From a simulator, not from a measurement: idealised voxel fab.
Title: Process Module voxel released beams
In the cross-section labelled cut, the width is 275 nm and each square cell is 5 nm.
A cross-section is a grid of square cells, given in bands from the top down. A band is one or more rows of cells. A band entry consists of two parts. The first gives the height of the band's top and the height of its bottom, in nm. The rest lists the band's materials from left to right, each with its width in nm. A single material labelled with the word "everywhere" fills the band from edge to edge, and the word "empty" marks empty space. Height datum 0, below which the as-received substrate wafer is one material. Lowest band open at the bottom, running downward: "from 0 down". A width such as "30->40" changes by the same amount from each row of cells to the next, from the band's top row to its bottom row. When a step is marked "no alteration", none of the cells in the cross-section changed during that step. So "Unvented voids" is basically the list of trapped voids: any empty space of 8 cells or more that can't reach the top through an opening. They're written width x height at distance, the distance being from the left edge, and it's all nm. after a step's settings: what the simulator itself notes on the step. The line of a step may include "overlay nm". On a step with a mask, this value is how far to the right of its planned place the mask lay. A negative value means the mask lay to the left.

Listed below are the process steps as planned
1,RECEIVE: material Si
2,CONFORMAL_DEP: material SiN, thk nm 5
3,DIRECTIONAL_DEP: material SiO2, thk nm 15
4,DIRECTIONAL_DEP: material aC, thk nm 15
5,PATTERN: tone open, mask id ANCHOR, material resist, width nm 35, thk nm 35, overlay nm 0
6,DIRECTIONAL_ETCH: etch materials aC, depth nm 15
7,STRIP: etch materials resist
8,DIRECTIONAL_ETCH: etch materials SiO2, depth nm 15
9,STRIP: etch materials aC
10,CONFORMAL_DEP: material W, thk nm 15
11,MASKED_ETCH: tone cover, mask id BEAM, width nm 90, etch materials W, depth nm 15, overlay nm 0
12,STRIP: etch materials SiO2

As-received state of the wafer in cross-section, equivalent to post-step 1
> from 0 down | Si everywhere
> Unvented voids: none

End-of-module cross-section of the first of two wafers, processed as planned
> from 35 to 20 | 90 of empty | 20 of W | 5 of empty | 65 of W | 95 of empty
> from 20 to 5 | 95 of empty | 35 of W | 145 of empty
> from 5 to 0 | SiN everywhere
> from 0 down | Si everywhere
> Unvented voids: none

Wafer two, end of module, cross-section. Same start, same plan as wafer one. One mistake in the run
> from 35 to 20 | 90 of empty | 90 of W | 95 of empty
> from 20 to 15 | SiN everywhere
> from 15 to 0 | SiO2 everywhere
> from 0 down | Si everywhere
> Unvented voids: none
What went wrong in running the wafer? plan steps 2 and 3 run swapped
Materials where the second wafer ends with more or fewer cells than the first: 165 more of SiO2; 18 fewer of W
